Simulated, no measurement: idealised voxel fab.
The process module that follows is named voxel wiring stack.
Shown is cross-section cut, with a width of 235 nm and square cells of size 5 nm.
Throughout this document, each cross-section is represented as a grid of square cells and is presented as a sequence of bands enumerated from the top downward, where a band comprises one or more rows of cells. What a band's entry tells you: where the top is and where the bottom is, as heights in nm, and after that what lies inside, material by material from left to right, each with its width in nm. Empty space is written as the word "blank", and a single material marked with the word "throughout" occupies the band from edge to edge. Beneath 0, the wafer as received is one material, and that level is where height counting begins. The lowest band goes on downward without a bottom; it is written like "z 0 and below". Width "30->40": first value at the band's top row of cells, second value at its bottom row, equal change from row to row. Basically "no alterations made" means that step didn't change any cell in the cross-section. The list in "Enclosed voids" covers empty spaces of 8 cells or more that cannot reach the top through any open way, and it gives each as width x height at distance; the distance is from the left edge, and width, height and distance are in nm. The remark found on a step's line after its settings is issued by the simulator itself and pertains to that step. overlay nm: mask offset rightward from planned place, masked step; negative means leftward offset.
Intended process steps
1. RECEIVE (material Si)
2. CONFORMAL_DEP (material SiO2; thk nm 10)
3. CONFORMAL_DEP (material SiN; thk nm 5)
4. DIRECTIONAL_DEP (material lowk; thk nm 25)
5. DIRECTIONAL_DEP (material aC; thk nm 15)
6. PATTERN (tone open; mask id METAL_1; material resist; width nm 25; pitch nm 45; thk nm 30; overlay nm 0)
7. DIRECTIONAL_ETCH (etch materials aC; depth nm 15)
8. STRIP (etch materials resist)
9. DIRECTIONAL_ETCH (etch materials lowk; depth nm 25)
10. DIRECTIONAL_ETCH (etch materials SiN; depth nm 5)
11. STRIP (etch materials aC)
12. CONFORMAL_DEP (material TiN; thk nm 5)
13. FILL_DEP (material Ru; thk nm 10)
14. CMP (height nm 40)
15. CONFORMAL_DEP (material SiCN; thk nm 5)
16. DIRECTIONAL_DEP (material lowk; thk nm 30)
17. PATTERN (tone open; mask id METAL_2_HOLES; material resist; width nm 15; pitch nm 90; thk nm 20; overlay nm 0)
18. DIRECTIONAL_ETCH (etch materials lowk; depth nm 30)
19. STRIP (etch materials resist)
20. PATTERN (tone open; mask id METAL_2; material resist; width nm 25; pitch nm 45; thk nm 15; overlay nm 0)
21. DIRECTIONAL_ETCH (etch materials lowk; depth nm 15)
22. DIRECTIONAL_ETCH (etch materials SiCN; depth nm 5)
23. STRIP (etch materials resist)
24. CONFORMAL_DEP (material TiN; thk nm 5)
25. FILL_DEP (material Cu; thk nm 10)
26. CMP (height nm 75)
27. CONFORMAL_DEP (material SiCN; thk nm 5)
28. DIRECTIONAL_DEP (material SiO2; thk nm 30)
29. MASKED_ETCH (tone open; mask id METAL_3; width nm 25; pitch nm 45; etch materials SiO2; depth nm 15; overlay nm 0)
30. PATTERN (tone open; mask id METAL_3_HOLES; material resist; width nm 15; pitch nm 90; thk nm 20; overlay nm 0)
31. DIRECTIONAL_ETCH (etch materials SiO2; depth nm 15)
32. DIRECTIONAL_ETCH (etch materials SiCN; depth nm 5)
33. STRIP (etch materials resist)
34. CONFORMAL_DEP (material TiN; thk nm 5)
35. FILL_DEP (material Ru; thk nm 5)
36. CMP (height nm 110)
37. CONFORMAL_DEP (material SiN; thk nm 5)
Shown in cross-section is the wafer as received, that is, as it stands after step 1
z 0 and below | Si throughout
Enclosed voids: none
Final cross-section, module run with one mistake (start and plan as above)
z 115 to 110 | SiN throughout
z 110 to 95 | 60 of SiO2 | 5 of TiN | 5 of Ru | 5 of TiN | 75 of SiO2 | 5 of TiN | 5 of Ru | 5 of TiN | 70 of SiO2
z 95 to 90 | 60 of SiCN | 15 of TiN | 75 of SiCN | 15 of TiN | 70 of SiCN
z 90 to 80 | Cu throughout
z 80 to 75 | 65 of TiN | 15 of Cu | 30 of TiN | 15 of Cu | 30 of TiN | 15 of Cu | 65 of TiN
z 75 to 65 | 60 of lowk | 5 of TiN | 15 of Cu | 5 of TiN | 20 of lowk | 5 of TiN | 15 of Cu | 5 of TiN | 20 of lowk | 5 of TiN | 15 of Cu | 5 of TiN | 60 of lowk
z 65 to 60 | 60 of lowk | 5 of TiN | 5 of Cu | 15 of TiN | 20 of lowk | 25 of TiN | 20 of lowk | 5 of TiN | 5 of Cu | 15 of TiN | 60 of lowk
z 60 to 45 | 60 of lowk | 5 of TiN | 5 of Cu | 5 of TiN | 75 of lowk | 5 of TiN | 5 of Cu | 5 of TiN | 70 of lowk
z 45 to 40 | 60 of SiCN | 15 of TiN | 75 of SiCN | 15 of TiN | 70 of SiCN
z 40 to 15 | 60 of lowk | 5 of TiN | 15 of Ru | 5 of TiN | 20 of lowk | 5 of TiN | 15 of Ru | 5 of TiN | 20 of lowk | 5 of TiN | 15 of Ru | 5 of TiN | 60 of lowk
z 15 to 10 | 60 of SiN | 25 of TiN | 20 of SiN | 25 of TiN | 20 of SiN | 25 of TiN | 60 of SiN
z 10 to 0 | SiO2 throughout
z 0 and below | Si throughout
Enclosed voids: none
Here's what went sideways: the plan's step 26 went unexecuted, having been skipped
